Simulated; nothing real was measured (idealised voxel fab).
Process module name: voxel self aligned vias
The width of the displayed cross-section, cut, is 220 nm; its cells are square, with a size of 5 nm.
Cross-section = grid of square cells, listed top down in bands; band = one or more rows. A band entry consists of two parts. The first gives the height of the band's top and the height of its bottom, in nm. The rest lists the band's materials from left to right, each with its width in nm. A single material labelled with the word "throughout" fills the band from edge to edge, and the word "blank" marks empty space. Measure heights from 0. That's the level where, below it, the as-received wafer is all one material. The lowest band is bottomless and extends downward; write it as in "from 0 down". Read "30..40" as a graded width: first number on top, second number at the bottom, same change between each pair of neighbouring rows. For the purposes of this document, the phrase "no modification" attached to a step denotes that no cell within the cross-section was modified by that step. If an empty space has no open way to the top and is at least 8 cells in size, "Listed closed voids" lists it, written width x height at distance, where distance is measured from the left edge and every value is in nm. Anything after a step's settings on that line? It's the simulator's own note about the step. overlay nm, on a step with a mask: how far to the right of its planned place the mask lay; to the left if negative.
-- Intended process steps
- 1: RECEIVE: material Si
- 2: CONFORMAL_DEP: material SiO2, thk nm 15
- 3: CONFORMAL_DEP: material SiCN, thk nm 5
- 4: DIRECTIONAL_DEP: material lowk, thk nm 20
- 5: DIRECTIONAL_DEP: material aC, thk nm 10
- 6: PATTERN: tone open, mask id LINES, material resist, width nm 25, pitch nm 55, thk nm 25, overlay nm 0
- 7: DIRECTIONAL_ETCH: etch materials aC, depth nm 10
- 8: STRIP: etch materials resist
- 9: DIRECTIONAL_ETCH: etch materials lowk, depth nm 20
- 10: STRIP: etch materials aC
- 11: CONFORMAL_DEP: material TiN, thk nm 5
- 12: FILL_DEP: material W, thk nm 10
- 13: CMP: height nm 40
- 14: SELECTIVE_ETCH: etch materials W Ru TiN, depth nm 5
- 15: FILL_DEP: material SiN, thk nm 10
- 16: CMP: height nm 40
- 17: DIRECTIONAL_DEP: material lowk, thk nm 20
- 18: PATTERN: tone open, mask id VIAS, material resist, width nm 35, pitch nm 110, thk nm 15, overlay nm -15
- 19: DIRECTIONAL_ETCH: etch materials lowk, depth nm 20
- 20: DIRECTIONAL_ETCH: etch materials SiN, depth nm 5
- 21: STRIP: etch materials resist
- 22: CONFORMAL_DEP: material TiN, thk nm 5
- 23: FILL_DEP: material Cu, thk nm 10
- 24: CMP: height nm 60
- 25: CONFORMAL_DEP: material SiN, thk nm 5
For this document, wafers share an identical start and vary in the step 18 overlay nm; the plan quotes the first wafer's value.
-- Received wafers, first of several: cross-section after step 1
	from 0 down  Si throughout
	Listed closed voids: none
-- Below is a per-wafer table. In it, each row describes the wafer at the end of the module by giving, for each material, the number of cells gained (+) or lost (-) since the wafer was received, and after that the closed voids of the wafer
overlay nm -15, +32 Cu, +44 SiCN, +53 SiN, +132 SiO2, +57 TiN, +18 W, +236 lowk, Listed closed voids: none
overlay nm -10, +34 Cu, +44 SiCN, +51 SiN, +132 SiO2, +57 TiN, +18 W, +236 lowk, Listed closed voids: none
overlay nm -5, +36 Cu, +44 SiCN, +49 SiN, +132 SiO2, +57 TiN, +18 W, +236 lowk, Listed closed voids: none
overlay nm 0, +36 Cu, +44 SiCN, +49 SiN, +132 SiO2, +57 TiN, +18 W, +236 lowk, Listed closed voids: none
overlay nm 5, +36 Cu, +44 SiCN, +49 SiN, +132 SiO2, +57 TiN, +18 W, +236 lowk, Listed closed voids: none
overlay nm 10, +34 Cu, +44 SiCN, +51 SiN, +132 SiO2, +57 TiN, +18 W, +236 lowk, Listed closed voids: none
overlay nm 15, +32 Cu, +44 SiCN, +53 SiN, +132 SiO2, +57 TiN, +18 W, +236 lowk, Listed closed voids: none
